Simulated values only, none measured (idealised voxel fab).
Proc. module: voxel wiring stack
It is cross-section cut that appears here, measuring 195 nm in width, its square cells being 5 nm in size.
Cross-section layout: square cells on a grid; listed as bands, top to bottom; a band spans one or more cell rows.
This entry defines a band. It first specifies the height of the band's top and the height of its bottom in nm, and then specifies the band's materials from left to right, stating each material with its width in nm. The word "edge to edge" identifies a single material that fills the band from edge to edge, while the word "empty" identifies empty space.
Heights are reckoned from 0. Under this level, the received wafer is all of one material. The bottommost band is open-ended downward, for example "0 down".
The notation "30->40" denotes a width that varies across the rows of cells in the band, beginning at the first number in the top row, finishing at the second number in the bottom row, and changing by an identical amount from each row to the next.
It should be understood that the words "no change occurred", when stated for a given step, signify that the cross-section underwent no change in any of its cells during that step.
Basically, "Enclosed void catalog" tells you about the enclosed voids: empty spaces with no open way to the top, 8 cells or bigger, each written width x height at distance, where distance is from the left edge, all in nm.
What comes after the settings on a step's line is commentary from the simulator itself on that step.
For masked steps, "overlay nm" on the step line gives how far right of plan the mask actually lay; a minus sign means it lay to the left.
So here's the lineup of process steps we planned
| 1 | RECEIVE with material Si |
| 2 | CONFORMAL_DEP with material SiO2, thk nm 15 |
| 3 | CONFORMAL_DEP with material SiCN, thk nm 5 |
| 4 | DIRECTIONAL_DEP with material SiO2, thk nm 20 |
| 5 | MASKED_ETCH with tone open, mask id METAL_1, width nm 30, pitch nm 45, etch materials SiO2, depth nm 20, overlay nm 0 |
| 6 | MASKED_ETCH with tone open, mask id METAL_1, width nm 30, pitch nm 45, etch materials SiCN, depth nm 5, overlay nm -15 |
| 7 | CONFORMAL_DEP with material TiN, thk nm 5 |
| 8 | FILL_DEP with material W, thk nm 10 |
| 9 | CMP with height nm 40 |
| 10 | CONFORMAL_DEP with material SiCN, thk nm 5 |
| 11 | DIRECTIONAL_DEP with material SiO2, thk nm 15 |
| 12 | MASKED_ETCH with tone open, mask id PLUG_1, width nm 15, pitch nm 45, etch materials SiO2, depth nm 15, overlay nm 0 |
| 13 | MASKED_ETCH with tone open, mask id PLUG_1, width nm 15, pitch nm 45, etch materials SiCN, depth nm 5, overlay nm 0 |
| 14 | CONFORMAL_DEP with material TiN, thk nm 5 |
| 15 | FILL_DEP with material Cu, thk nm 10 |
| 16 | CMP with height nm 60 |
| 17 | CONFORMAL_DEP with material SiCN, thk nm 5 |
| 18 | DIRECTIONAL_DEP with material lowk, thk nm 25 |
| 19 | DIRECTIONAL_DEP with material aC, thk nm 10 |
| 20 | PATTERN with tone open, mask id METAL_2, material resist, width nm 30, pitch nm 45, thk nm 30, overlay nm 0 |
| 21 | DIRECTIONAL_ETCH with etch materials aC, depth nm 10 |
| 22 | STRIP with etch materials resist |
| 23 | DIRECTIONAL_ETCH with etch materials lowk, depth nm 25 |
| 24 | DIRECTIONAL_ETCH with etch materials SiCN, depth nm 5 |
| 25 | STRIP with etch materials aC |
| 26 | CONFORMAL_DEP with material TiN, thk nm 5 |
| 27 | FILL_DEP with material Ru, thk nm 10 |
| 28 | CMP with height nm 90 |
| 29 | CONFORMAL_DEP with material SiCN, thk nm 5 |
Keep in mind the plan's value for the overlay nm of step 6 comes from the first wafer; the wafers don't share that setting, but they do share the same starting point.
The first of several wafers in cross-section, exactly as it reached us after step 1
> 0 down  Si edge to edge
> Enclosed void catalog: none
Cross-section of the first of several wafers, taken after step 29, where the module ends
> 95 to 90  SiCN edge to edge
> 90 to 65  60 nm lowk | 5 nm TiN | 20 nm Ru | 5 nm TiN | 15 nm lowk | 5 nm TiN | 20 nm Ru | 5 nm TiN | 60 nm lowk
> 65 to 60  60 nm SiCN | 30 nm TiN | 15 nm SiCN | 30 nm TiN | 60 nm SiCN
> 60 to 45  60 nm SiO2 | 5 nm TiN | 5 nm Cu | 5 nm TiN | 30 nm SiO2 | 5 nm TiN | 5 nm Cu | 5 nm TiN | 75 nm SiO2
> 45 to 40  60 nm SiCN | 15 nm TiN | 30 nm SiCN | 15 nm TiN | 75 nm SiCN
> 40 to 25  60 nm SiO2 | 5 nm TiN | 20 nm W | 5 nm TiN | 15 nm SiO2 | 5 nm TiN | 20 nm W | 5 nm TiN | 60 nm SiO2
> 25 to 20  60 nm SiO2 | 5 nm TiN | 5 nm W | 20 nm TiN | 15 nm SiO2 | 5 nm TiN | 5 nm W | 20 nm TiN | 60 nm SiO2
> 20 to 15  60 nm SiCN | 15 nm TiN | 30 nm SiCN | 15 nm TiN | 75 nm SiCN
> 15 to 0  SiO2 edge to edge
> 0 down  Si edge to edge
> Enclosed void catalog: none
Wafer cross-section (last wafer, module end)
> 95 to 90  SiCN edge to edge
> 90 to 65  60 nm lowk | 5 nm TiN | 20 nm Ru | 5 nm TiN | 15 nm lowk | 5 nm TiN | 20 nm Ru | 5 nm TiN | 60 nm lowk
> 65 to 60  60 nm SiCN | 30 nm TiN | 15 nm SiCN | 30 nm TiN | 60 nm SiCN
> 60 to 45  60 nm SiO2 | 5 nm TiN | 5 nm Cu | 5 nm TiN | 30 nm SiO2 | 5 nm TiN | 5 nm Cu | 5 nm TiN | 75 nm SiO2
> 45 to 40  60 nm SiCN | 15 nm TiN | 30 nm SiCN | 15 nm TiN | 75 nm SiCN
> 40 to 25  60 nm SiO2 | 5 nm TiN | 20 nm W | 5 nm TiN | 15 nm SiO2 | 5 nm TiN | 20 nm W | 5 nm TiN | 60 nm SiO2
> 25 to 20  60 nm SiO2 | 20 nm TiN | 5 nm W | 5 nm TiN | 15 nm SiO2 | 20 nm TiN | 5 nm W | 5 nm TiN | 60 nm SiO2
> 20 to 15  75 nm SiCN | 15 nm TiN | 30 nm SiCN | 15 nm TiN | 60 nm SiCN
> 15 to 0  SiO2 edge to edge
> 0 down  Si edge to edge
> Enclosed void catalog: none
Below is a per-wafer table. In it, each row describes the wafer at the end of the module by giving, for each material, the number of cells gained (+) or lost (-) since the wafer was received, and after that the closed voids of the wafer
overlay nm -15, +6 Cu, +40 Ru, +132 SiCN, +324 SiO2, +78 TiN, +26 W, +135 lowk, Enclosed void catalog: none
overlay nm -10, +6 Cu, +40 Ru, +130 SiCN, +324 SiO2, +78 TiN, +28 W, +135 lowk, Enclosed void catalog: none
overlay nm -5, +6 Cu, +40 Ru, +128 SiCN, +324 SiO2, +78 TiN, +30 W, +135 lowk, Enclosed void catalog: none
overlay nm 0, +6 Cu, +40 Ru, +126 SiCN, +324 SiO2, +78 TiN, +32 W, +135 lowk, Enclosed void catalog: none
overlay nm 5, +6 Cu, +40 Ru, +128 SiCN, +324 SiO2, +78 TiN, +30 W, +135 lowk, Enclosed void catalog: none
overlay nm 10, +6 Cu, +40 Ru, +130 SiCN, +324 SiO2, +78 TiN, +28 W, +135 lowk, Enclosed void catalog: none
overlay nm 15, +6 Cu, +40 Ru, +132 SiCN, +324 SiO2, +78 TiN, +26 W, +135 lowk, Enclosed void catalog: none
